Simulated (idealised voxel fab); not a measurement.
process module | voxel spacer lines
cross-section cut | 150 nm wide | cells 5 nm
A cross-section is a grid of square cells, given in bands from the top down. A band is one or more rows of cells.
Each band's line starts with the height of the band's top and of its bottom, in nm. Then come its materials from left to right, each with its width in nm. One material with "throughout" fills the band from edge to edge. "air" is empty space.
Height 0 is the level under which the wafer as received is all one material. The lowest band goes on downwards, as in "0 down".
A width such as "30 to 40" changes by the same amount from each row of cells to the next, from the band's top row to its bottom row.
"no change" after a step means that no cell of the cross-section changed.
closed voids: empty space of 8 cells or more with no open way to the top, each as width x height at its distance from the left edge, in nm
after a step's settings: what the simulator itself notes on the step
overlay nm, on a step with a mask: how far to the right of its planned place the mask lay; to the left if negative
plan
1 op RECEIVE | material Si
2 op CONFORMAL_DEP | material Al2O3 | thk nm 10
3 op DIRECTIONAL_DEP | material TiN | thk nm 15
4 op DIRECTIONAL_DEP | material polySi | thk nm 30
5 op PATTERN | tone cover | mask id MANDREL | material resist | width nm 15 | pitch nm 60 | thk nm 40 | overlay nm 0
6 op DIRECTIONAL_ETCH | etch materials polySi | depth nm 30
7 op STRIP | etch materials resist
8 op CONFORMAL_DEP | material SiN | thk nm 10
9 op DIRECTIONAL_ETCH | etch materials SiN | depth nm 10
10 op STRIP | etch materials polySi
11 op DIRECTIONAL_ETCH | etch materials TiN | depth nm 15
12 op STRIP | etch materials SiN
13 op FILL_DEP | material lowk | thk nm 10
14 op CMP | height nm 25
varied across the wafers: width nm of step 5. The plan shows the first wafer's value. All wafers start alike
first wafer as received, after step 1
  0 down: Si throughout
  closed voids: none
first wafer at the end, after step 14
  25 to 10: lowk 30 | TiN 10 | lowk 15 | TiN 10 | lowk 25 | TiN 10 | lowk 15 | TiN 10 | lowk 25
  10 to 0: Al2O3 throughout
  0 down: Si throughout
  closed voids: none
last wafer at the end
  25 to 10: lowk 20 | TiN 10 | lowk 35 | TiN 10 | lowk 5 | TiN 10 | lowk 35 | TiN 10 | lowk 15
  10 to 0: Al2O3 throughout
  0 down: Si throughout
  closed voids: none
each wafer at the end: cells of each material gained (+) or lost (-) since it was received, then its closed voids
width nm 15 | +60 Al2O3 | +24 TiN | +66 lowk | closed voids: none
width nm 20 | +60 Al2O3 | +24 TiN | +66 lowk | closed voids: none
width nm 25 | +60 Al2O3 | +24 TiN | +66 lowk | closed voids: none
width nm 30 | +60 Al2O3 | +24 TiN | +66 lowk | closed voids: none
width nm 35 | +60 Al2O3 | +24 TiN | +66 lowk | closed voids: none
